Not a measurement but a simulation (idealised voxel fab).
process module | voxel double patterning
cross-section cut | 230 nm wide | cells 5 nm
A cross-section is a grid of square cells, given in bands from the top down. A band is one or more rows of cells.
Each band's line starts with the height of the band's top and of its bottom, in nm. Then come its materials from left to right, each with its width in nm. One material with "throughout" fills the band from edge to edge. "air" is empty space.
Height 0 is the level under which the wafer as received is all one material. The lowest band goes on downwards, as in "0 down".
A width such as "30 to 40" changes by the same amount from each row of cells to the next, from the band's top row to its bottom row.
"no change" after a step means that no cell of the cross-section changed.
closed voids: empty space of 8 cells or more with no open way to the top, each as width x height at its distance from the left edge, in nm
after a step's settings: what the simulator itself notes on the step
overlay nm, on a step with a mask: how far to the right of its planned place the mask lay; to the left if negative
plan
1 op RECEIVE | material Si
2 op CONFORMAL_DEP | material SiO2 | thk nm 5
3 op DIRECTIONAL_DEP | material TiN | thk nm 20
4 op DIRECTIONAL_DEP | material SiCN | thk nm 10
5 op MASKED_ETCH | tone open | mask id FIRST | width nm 15 | pitch nm 50 | etch materials SiCN | depth nm 10 | overlay nm 0
6 op DIRECTIONAL_DEP | material aC | thk nm 10
7 op PATTERN | tone open | mask id SECOND | material resist | width nm 15 | pitch nm 50 | thk nm 25 | overlay nm 0
8 op DIRECTIONAL_ETCH | etch materials aC | depth nm 10
9 op STRIP | etch materials resist
10 op DIRECTIONAL_ETCH | etch materials SiCN | depth nm 10
11 op STRIP | etch materials aC
12 op DIRECTIONAL_ETCH | etch materials TiN | depth nm 20
13 op STRIP | etch materials SiCN
as received, after step 1
  0 down: Si throughout
  closed voids: none
first wafer at the end, as planned
  25 to 5: TiN 55 | air 15 | TiN 10 | air 15 | TiN 10 | air 15 | TiN 10 | air 15 | TiN 10 | air 15 | TiN 60
  5 to 0: SiO2 throughout
  0 down: Si throughout
  closed voids: none
second wafer at the end: like start, like plan, one mistake
  25 to 5: TiN 55 | air 15 | TiN 10 | air 20 | TiN 5 | air 15 | TiN 10 | air 20 | TiN 5 | air 15 | TiN 60
  5 to 0: SiO2 throughout
  0 down: Si throughout
  closed voids: none
what went wrong: step 7 ran as: op PATTERN | tone open | mask id SECOND | material resist | width nm 20 | pitch nm 50 | thk nm 25 | overlay nm 0
at the end the second wafer has, in cells: 8 fewer of TiN
